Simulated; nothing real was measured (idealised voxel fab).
Process module, titled voxel released beams
Shown is cross-section cut, with a width of 290 nm and square cells of size 5 nm.
Each cross-section below is a grid of square cells, stated as bands in top-down order, with one or more rows of cells making up each band. A band entry consists of two parts. The first gives the height of the band's top and the height of its bottom, in nm. The rest lists the band's materials from left to right, each with its width in nm. A single material labelled with the word "full width" fills the band from edge to edge, and the word "blank" marks empty space. Basically, 0 is our baseline, since under it the wafer straight out of the box is all one material. The bottom band has no lower end and keeps on going down, so it looks like "top 0, no bottom". So if you see something like "30 to 40" for the width, read it as the top row of the band sitting at the first number and the bottom row at the second, with every row in between moving by the same amount as the last. Step marked "no alterations made"? Then no cell in the cross-section changed in it. Closed-off voids of 8+ cells (no open route to the top) go in "Closed cavities", written width x height at distance from the left edge, in nm. It should be noted that, on the line of a given step, the content following the step's settings is a remark produced by the simulator itself with respect to that step. overlay nm, on a step with a mask: how far to the right of its planned place the mask lay; to the left if negative.
-- Process steps (planned)
1) RECEIVE with material Si
2) CONFORMAL_DEP with material SiN, thk nm 10
3) DIRECTIONAL_DEP with material SiO2, thk nm 10
4) MASKED_ETCH with tone open, mask id ANCHOR, width nm 40, etch materials SiO2, depth nm 10, overlay nm 0
5) CONFORMAL_DEP with material TiN, thk nm 15
6) DIRECTIONAL_DEP with material aC, thk nm 15
7) PATTERN with tone cover, mask id BEAM, material resist, width nm 100, thk nm 35, overlay nm 0
8) DIRECTIONAL_ETCH with etch materials aC, depth nm 15
9) STRIP with etch materials resist
10) DIRECTIONAL_ETCH with etch materials TiN, depth nm 15
11) STRIP with etch materials aC
12) STRIP with etch materials SiO2
-- Cross-sectional view of the wafer in its as-received condition, corresponding to the state after step 1
* top 0, no bottom | Si full width
* Closed cavities: none
-- Post-module cross-section of the first of two wafers (run per plan)
* top 35, bottom 25 | blank 90 / TiN 20 / blank 10 / TiN 70 / blank 100
* top 25, bottom 20 | blank 90 / TiN 100 / blank 100
* top 20, bottom 10 | blank 95 / TiN 40 / blank 155
* top 10, bottom 0 | SiN full width
* top 0, no bottom | Si full width
* Closed cavities: none
-- Second wafer cross-section at end of module - shared start and plan with the first, one mistake in the run
* top 30, bottom 20 | blank 90 / TiN 20 / blank 10 / TiN 70 / blank 100
* top 20, bottom 15 | blank 90 / TiN 100 / blank 100
* top 15, bottom 5 | blank 95 / TiN 40 / blank 155
* top 5, bottom 0 | SiN full width
* top 0, no bottom | Si full width
* Closed cavities: none
what went wrong: contrary to plan, step 2 was performed as CONFORMAL_DEP with material SiN, thk nm 5
The second wafer ends with more or fewer cells of some materials than the first, per final count: -58 SiN
